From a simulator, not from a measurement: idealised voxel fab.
process module | voxel ribs on slabs
cross-section cut | 230 nm wide | cells 5 nm
A cross-section is a grid of square cells, given in bands from the top down. A band is one or more rows of cells.
Each band's line starts with the height of the band's top and of its bottom, in nm. Then come its materials from left to right, each with its width in nm. One material with "throughout" fills the band from edge to edge. "air" is empty space.
Height 0 is the level under which the wafer as received is all one material. The lowest band goes on downwards, as in "0 down".
A width such as "30 to 40" changes by the same amount from each row of cells to the next, from the band's top row to its bottom row.
"no change" after a step means that no cell of the cross-section changed.
closed voids: empty space of 8 cells or more with no open way to the top, each as width x height at its distance from the left edge, in nm
after a step's settings: what the simulator itself notes on the step
overlay nm, on a step with a mask: how far to the right of its planned place the mask lay; to the left if negative
plan
1 op RECEIVE | material Si
2 op DIRECTIONAL_DEP | material SiO2 | thk nm 25
3 op DIRECTIONAL_DEP | material polySi | thk nm 15
4 op PATTERN | tone cover | mask id RIB | material resist | width nm 25 | thk nm 15 | overlay nm 0
5 op DIRECTIONAL_ETCH | etch materials polySi | depth nm 10
6 op STRIP | etch materials resist
7 op DIRECTIONAL_DEP | material aC | thk nm 15
8 op PATTERN | tone cover | mask id SLAB | material resist | width nm 85 | thk nm 30 | overlay nm 0
9 op DIRECTIONAL_ETCH | etch materials aC | depth nm 15
10 op STRIP | etch materials resist
11 op DIRECTIONAL_ETCH | etch materials polySi | depth nm 5
12 op STRIP | etch materials aC
13 op FILL_DEP | material SiO2 | thk nm 20
14 op CMP | height nm 50
15 op DIRECTIONAL_DEP | material TiN | thk nm 10
16 op PATTERN | tone cover | mask id HEATER | material resist | width nm 35 | thk nm 15 | overlay nm 0
17 op DIRECTIONAL_ETCH | etch materials TiN | depth nm 10
18 op STRIP | etch materials resist
19 op CONFORMAL_DEP | material SiN | thk nm 10
as received, after step 1
  0 down: Si throughout
  closed voids: none
a wafer at the end: this start, this plan, one mistake
  70 to 60: SiN 105 | air 15 | SiN 110
  60 to 50: TiN 95 | SiN 35 | TiN 100
  50 to 40: SiO2 throughout
  40 to 30: SiO2 100 | polySi 25 | SiO2 105
  30 to 25: SiO2 70 | polySi 85 | SiO2 75
  25 to 0: SiO2 throughout
  0 down: Si throughout
  closed voids: none
what went wrong: step 16 ran as: op PATTERN | tone open | mask id HEATER | material resist | width nm 35 | thk nm 15 | overlay nm 0
